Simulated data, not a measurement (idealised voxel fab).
process module | voxel ribs on slabs
cross-section cut | 170 nm wide | cells 5 nm
A cross-section is a grid of square cells, given in bands from the top down. A band is one or more rows of cells.
Each band's line starts with the height of the band's top and of its bottom, in nm. Then come its materials from left to right, each with its width in nm. One material with "throughout" fills the band from edge to edge. "air" is empty space.
Height 0 is the level under which the wafer as received is all one material. The lowest band goes on downwards, as in "0 down".
A width such as "30 to 40" changes by the same amount from each row of cells to the next, from the band's top row to its bottom row.
"no change" after a step means that no cell of the cross-section changed.
closed voids: empty space of 8 cells or more with no open way to the top, each as width x height at its distance from the left edge, in nm
after a step's settings: what the simulator itself notes on the step
overlay nm, on a step with a mask: how far to the right of its planned place the mask lay; to the left if negative
plan
1 op RECEIVE | material Si
2 op DIRECTIONAL_DEP | material SiO2 | thk nm 30
3 op DIRECTIONAL_DEP | material polySi | thk nm 25
4 op DIRECTIONAL_DEP | material aC | thk nm 10
5 op PATTERN | tone cover | mask id RIB | material resist | width nm 25 | thk nm 30 | overlay nm -15
6 op DIRECTIONAL_ETCH | etch materials aC | depth nm 10
7 op STRIP | etch materials resist
8 op DIRECTIONAL_ETCH | etch materials polySi | depth nm 10
9 op STRIP | etch materials aC
10 op MASKED_ETCH | tone cover | mask id SLAB | width nm 55 | etch materials polySi | depth nm 15 | overlay nm 0
11 op FILL_DEP | material SiO2 | thk nm 25
12 op CMP | height nm 75
13 op DIRECTIONAL_DEP | material W | thk nm 10
14 op DIRECTIONAL_DEP | material aC | thk nm 15
15 op PATTERN | tone cover | mask id HEATER | material resist | width nm 35 | thk nm 30 | overlay nm 0
16 op DIRECTIONAL_ETCH | etch materials aC | depth nm 15
17 op STRIP | etch materials resist
18 op DIRECTIONAL_ETCH | etch materials W | depth nm 10
19 op STRIP | etch materials aC
20 op CONFORMAL_DEP | material SiO2 | thk nm 5
varied across the wafers: overlay nm of step 5. The plan shows the first wafer's value. All wafers start alike
first wafer as received, after step 1
  0 down: Si throughout
  closed voids: none
first wafer at the end, after step 20
  90 to 85: air 60 | SiO2 45 | air 65
  85 to 80: air 60 | SiO2 5 | W 35 | SiO2 5 | air 65
  80 to 75: SiO2 65 | W 35 | SiO2 70
  75 to 55: SiO2 throughout
  55 to 45: SiO2 55 | polySi 25 | SiO2 90
  45 to 30: SiO2 55 | polySi 55 | SiO2 60
  30 to 0: SiO2 throughout
  0 down: Si throughout
  closed voids: none
last wafer at the end
  90 to 85: air 60 | SiO2 45 | air 65
  85 to 80: air 60 | SiO2 5 | W 35 | SiO2 5 | air 65
  80 to 75: SiO2 65 | W 35 | SiO2 70
  75 to 55: SiO2 throughout
  55 to 45: SiO2 85 | polySi 25 | SiO2 60
  45 to 30: SiO2 55 | polySi 55 | SiO2 60
  30 to 0: SiO2 throughout
  0 down: Si throughout
  closed voids: none
each wafer at the end: cells of each material gained (+) or lost (-) since it was received, then its closed voids
overlay nm -15 | +505 SiO2 | +14 W | +43 polySi | closed voids: none
overlay nm -10 | +505 SiO2 | +14 W | +43 polySi | closed voids: none
overlay nm -5 | +505 SiO2 | +14 W | +43 polySi | closed voids: none
overlay nm 0 | +505 SiO2 | +14 W | +43 polySi | closed voids: none
overlay nm 5 | +505 SiO2 | +14 W | +43 polySi | closed voids: none
overlay nm 10 | +505 SiO2 | +14 W | +43 polySi | closed voids: none
overlay nm 15 | +505 SiO2 | +14 W | +43 polySi | closed voids: none
